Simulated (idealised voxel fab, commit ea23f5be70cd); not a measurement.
Name of the process module below: voxel released beams
FYI the section here is cut, 220 nm wide, cells are 5 nm squares.
A cross-section in this document is a grid of square cells, and it is written down as bands, the top band listed before the ones below it; a band is made up of one or more rows of cells.
Heads up on the band format: heights come first, top then bottom, in nm. After that it's the materials left to right, each with its width in nm. A single material flagged "edge to edge" fills the whole band edge to edge, and "blank" means there's empty space there.
Heights from 0 (as-received wafer is one material below). Bottom band endless downward, as "0 down".
The notation "30 to 40" denotes a width that varies across the rows of cells in the band, beginning at the first number in the top row, finishing at the second number in the bottom row, and changing by an identical amount from each row to the next.
For the purposes of this document, the phrase "no alterations made" attached to a step denotes that no cell within the cross-section was modified by that step.
Heads up: "Unvented cavities" only lists the empty pockets with no open path to the top that are 8 cells or more, and it writes them as width x height at distance, distance from the left edge, in nm.
It should be noted that, on the line of a given step, the content following the step's settings is a remark produced by the simulator itself with respect to that step.
Steps that use a mask can have "overlay nm" on their line. It says how far the mask sat to the right of where it was meant to be. Negative means to the left.
plan
1 RECEIVE | material Si
2 CONFORMAL_DEP | material Al2O3 | thk nm 10
3 DIRECTIONAL_DEP | material SiO2 | thk nm 10
4 DIRECTIONAL_DEP | material aC | thk nm 15
5 PATTERN | tone open | mask id ANCHOR | material resist | width nm 35 | thk nm 30 | overlay nm 0
6 DIRECTIONAL_ETCH | etch materials aC | depth nm 15
7 STRIP | etch materials resist
8 DIRECTIONAL_ETCH | etch materials SiO2 | depth nm 5
9 STRIP | etch materials aC
10 CONFORMAL_DEP | material W | thk nm 10
11 MASKED_ETCH | tone cover | mask id BEAM | width nm 110 | etch materials W | depth nm 10 | overlay nm 0
12 STRIP | etch materials SiO2
It is noted that the wafers described herein are identical at the outset and are distinguished by the depth nm of step 8; the value stated in the plan corresponds to the first wafer.
As-received state after step 1, first of several wafers, cross-section
- 0 down = Si edge to edge
- Unvented cavities: none
End of module, by wafer: material-by-material cell gain (+) or loss (-) since receipt, then closed voids
depth nm 5 | +88 Al2O3 | Unvented cavities: none
depth nm 10 | +88 Al2O3 | +52 W | Unvented cavities: none
depth nm 15 | +88 Al2O3 | +52 W | Unvented cavities: none
depth nm 20 | +88 Al2O3 | +52 W | Unvented cavities: none
depth nm 25 | +88 Al2O3 | +52 W | Unvented cavities: none
